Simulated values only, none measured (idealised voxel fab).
The following process module bears the name voxel released beams.
Section shown: cut. Width: 220 nm. Cell size: 5 nm, square.
Cross-section, as written here: a square-cell grid given band by band from the top down, where a band holds one or more rows of cells. Heads up on the band format: heights come first, top then bottom, in nm. After that it's the materials left to right, each with its width in nm. A single material flagged "all across" fills the whole band edge to edge, and "blank" means there's empty space there. All heights in this document are referenced to 0, defined as the level beneath which the wafer, as received, consists entirely of one material. The lowest band is not bounded below; it extends indefinitely downward and is written in the form "0..down". The expression "30..40" gives the width at the extremes of the band, the first number at its top row of cells and the second at its bottom row, with the width changing by equal amounts from each row to the next in between. Given "remained unchanged" for a step, no cell of the cross-section differs between before and after that step. Entry "Enclosed internal cavities". Content: empty spaces with no open connection to the top, size 8 cells or greater. Each: width x height at distance. Distance: from left edge. Unit: nm. after a step's settings: what the simulator itself notes on the step. A step line may carry the setting "overlay nm", which, for steps involving a mask, states the distance by which the mask lay to the right of its intended position; negative values denote displacement to the left.
PLAN
1. RECEIVE: material Si
2. CONFORMAL_DEP: material SiN, thk nm 10
3. DIRECTIONAL_DEP: material SiO2, thk nm 10
4. MASKED_ETCH: tone open, mask id ANCHOR, width nm 35, etch materials SiO2, depth nm 10, overlay nm 0
5. CONFORMAL_DEP: material W, thk nm 10
6. DIRECTIONAL_DEP: material aC, thk nm 15
7. PATTERN: tone cover, mask id BEAM, material resist, width nm 110, thk nm 30, overlay nm 0
8. DIRECTIONAL_ETCH: etch materials aC, depth nm 15
9. STRIP: etch materials resist
10. DIRECTIONAL_ETCH: etch materials W, depth nm 10
11. STRIP: etch materials aC
12. STRIP: etch materials SiO2
WAFER AT RECEIPT (POST STEP 1), CROSS-SECTION
- 0..down: Si all across
- Enclosed internal cavities: none
LOOKING AT THE FIRST OF TWO WAFERS IN CROSS-SECTION AT END OF MODULE - RAN TO PLAN
- 30..20: blank: 50, then W: 15, then blank: 15, then W: 80, then blank: 60
- 20..10: blank: 55, then W: 35, then blank: 130
- 10..0: SiN all across
- 0..down: Si all across
- Enclosed internal cavities: none
CROSS-SECTION OF THE LATTER OF THE TWO WAFERS AT MODULE COMPLETION. IT HAD AN IDENTICAL START AND AN IDENTICAL PLAN TO THE FORMER; IN RUNNING IT, ONE MISTAKE WAS MADE
- 20..10: blank: 50, then W: 15, then blank: 15, then W: 80, then blank: 60
- 10..0: blank: 55, then W: 35, then blank: 130
- 0..down: Si all across
- Enclosed internal cavities: none
Which mistake was made when the wafer was run? step 2 of the plan was bypassed and not carried out
Wafer comparison, final, in cells, second relative to first, materials more or fewer: SiN: 88 fewer
